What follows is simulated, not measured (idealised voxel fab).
The following is a process module called voxel spacer lines.
Section cut is 175 nm wide and gridded with 5 nm square cells.
Just so we're on the same page, the cross-sections are grids of square cells, and they're listed out in bands top to bottom, each band one or more rows deep. Each band's line starts with the height of the band's top and of its bottom, in nm. Then come its materials from left to right, each with its width in nm. One material with "all across" fills the band from edge to edge. "empty" is empty space. Measure heights from 0. That's the level where, below it, the as-received wafer is all one material. The lowest band is bottomless and extends downward; write it as in "0 down". The two numbers in a width such as "30..40" mark its ends across the band: the first belongs to the top row of cells, the second to the bottom row, and from each row to the next the width moves by the same amount. No cell of the cross-section changed in a step that is given as "stayed the same". If an empty space has no open way to the top and is at least 8 cells in size, "Closed void listing" lists it, written width x height at distance, where distance is measured from the left edge and every value is in nm. Note: text after step settings on the step line = simulator remark on that step. overlay nm: mask offset rightward from planned place, masked step; negative means leftward offset.
The steps planned for the process are as follows:
1) op RECEIVE | material Si
2) op CONFORMAL_DEP | material Al2O3 | thk nm 5
3) op DIRECTIONAL_DEP | material SiN | thk nm 10
4) op DIRECTIONAL_DEP | material polySi | thk nm 30
5) op PATTERN | tone cover | mask id MANDREL | material resist | width nm 15 | pitch nm 50 | thk nm 35 | overlay nm 0
6) op DIRECTIONAL_ETCH | etch materials polySi | depth nm 30
7) op STRIP | etch materials resist
8) op CONFORMAL_DEP | material SiO2 | thk nm 10
9) op DIRECTIONAL_ETCH | etch materials SiO2 | depth nm 10
10) op STRIP | etch materials polySi
11) op DIRECTIONAL_ETCH | etch materials SiN | depth nm 10
12) op STRIP | etch materials SiO2
13) op FILL_DEP | material SiO2 | thk nm 5
14) op CMP | height nm 15
As-received wafer cross-section (after step 1):
	0 down = Si all across
	Closed void listing: none
First of two wafers at the end of the module, shown in cross-section; run carried out as planned:
	15 to 5 = SiO2=45; SiN=10; SiO2=15; SiN=10; SiO2=15; SiN=10; SiO2=15; SiN=10; SiO2=45
	5 to 0 = Al2O3 all across
	0 down = Si all across
	Closed void listing: none
Wafer two (of two), end-of-module cross-section: start = wafer one, plan = wafer one, one run mistake:
	15 to 5 = polySi=45; SiN=10; polySi=15; SiN=10; polySi=15; SiN=10; polySi=15; SiN=10; polySi=45
	5 to 0 = Al2O3 all across
	0 down = Si all across
	Closed void listing: none
what went wrong: heads up, step 13 didn't go per plan, it actually ran as op FILL_DEP | material polySi | thk nm 5
Once processing is complete, comparing cell counts shows that the second wafer has more or fewer of certain materials than the first: 54 fewer of SiO2, 54 more of polySi
